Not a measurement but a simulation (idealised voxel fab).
Herein follows the process module entitled voxel spacer lines.
For reference, the cross-section in this document is cut, with width 205 nm and square cells of 5 nm.
Reading order for cross-sections: top band down to bottom band. Underlying form: a grid of square cells. Band size: one or more rows of cells.
Heads up on the band format: heights come first, top then bottom, in nm. After that it's the materials left to right, each with its width in nm. A single material flagged "throughout" fills the whole band edge to edge, and "air" means there's empty space there.
Height is counted from the level 0, under which the received wafer is composed throughout of one material. The lowest of the bands is not closed at the bottom but continues downward, in the notation "z 0 and below".
With a width like "30->40", each row of cells in the band differs from the next by the same amount, the top row carrying the first number and the bottom row the second.
Reading "nothing was modified" for a step: not a cell of the cross-section changed in it.
Enclosed voids (no open way to top), threshold 8 cells or more, entry "Closed cavities", notation width x height at distance, distance from left edge, nm.
Post-settings text on a step line: simulator's own remark regarding the step.
The optional step-line setting "overlay nm" applies to steps with a mask and quantifies how far to the right of its planned location the mask lay, a negative value indicating leftward placement.

**Process steps - plan**
- 1: RECEIVE (material Si)
- 2: CONFORMAL_DEP (material Al2O3; thk nm 10)
- 3: DIRECTIONAL_DEP (material polySi; thk nm 20)
- 4: DIRECTIONAL_DEP (material aC; thk nm 25)
- 5: PATTERN (tone cover; mask id MANDREL; material resist; width nm 15; pitch nm 60; thk nm 35; overlay nm 0)
- 6: DIRECTIONAL_ETCH (etch materials aC; depth nm 25)
- 7: STRIP (etch materials resist)
- 8: CONFORMAL_DEP (material SiN; thk nm 15)
- 9: DIRECTIONAL_ETCH (etch materials SiN; depth nm 15)
- 10: STRIP (etch materials aC)
- 11: DIRECTIONAL_ETCH (etch materials polySi; depth nm 20)
- 12: STRIP (etch materials SiN)
- 13: FILL_DEP (material SiO2; thk nm 10)
- 14: CMP (height nm 30)

**Cross-section: wafer on arrival = after step 1**
	z 0 and below | Si throughout
	Closed cavities: none

**Module complete - cross-section of the first of two wafers, run according to plan**
	z 30 to 10 | 50 SiO2, 15 polySi, 15 SiO2, 15 polySi, 15 SiO2, 15 polySi, 15 SiO2, 15 polySi, 50 SiO2
	z 10 to 0 | Al2O3 throughout
	z 0 and below | Si throughout
	Closed cavities: none

**Module end: cross-section of wafer two of two. Same start and process plan as the first wafer. One mistake during execution**
	z 30 to 10 | 50 SiO2, 15 polySi, 20 SiO2, 15 polySi, 10 SiO2, 15 polySi, 20 SiO2, 15 polySi, 45 SiO2
	z 10 to 0 | Al2O3 throughout
	z 0 and below | Si throughout
	Closed cavities: none
Here's what went sideways: so step 5 ended up running with a different setting than we planned, it ran as PATTERN (tone cover; mask id MANDREL; material resist; width nm 20; pitch nm 60; thk nm 35; overlay nm 0)
Upon completion, the cell count for each material on the second wafer equals that on the first, whereas the spatial distribution of those cells differs.
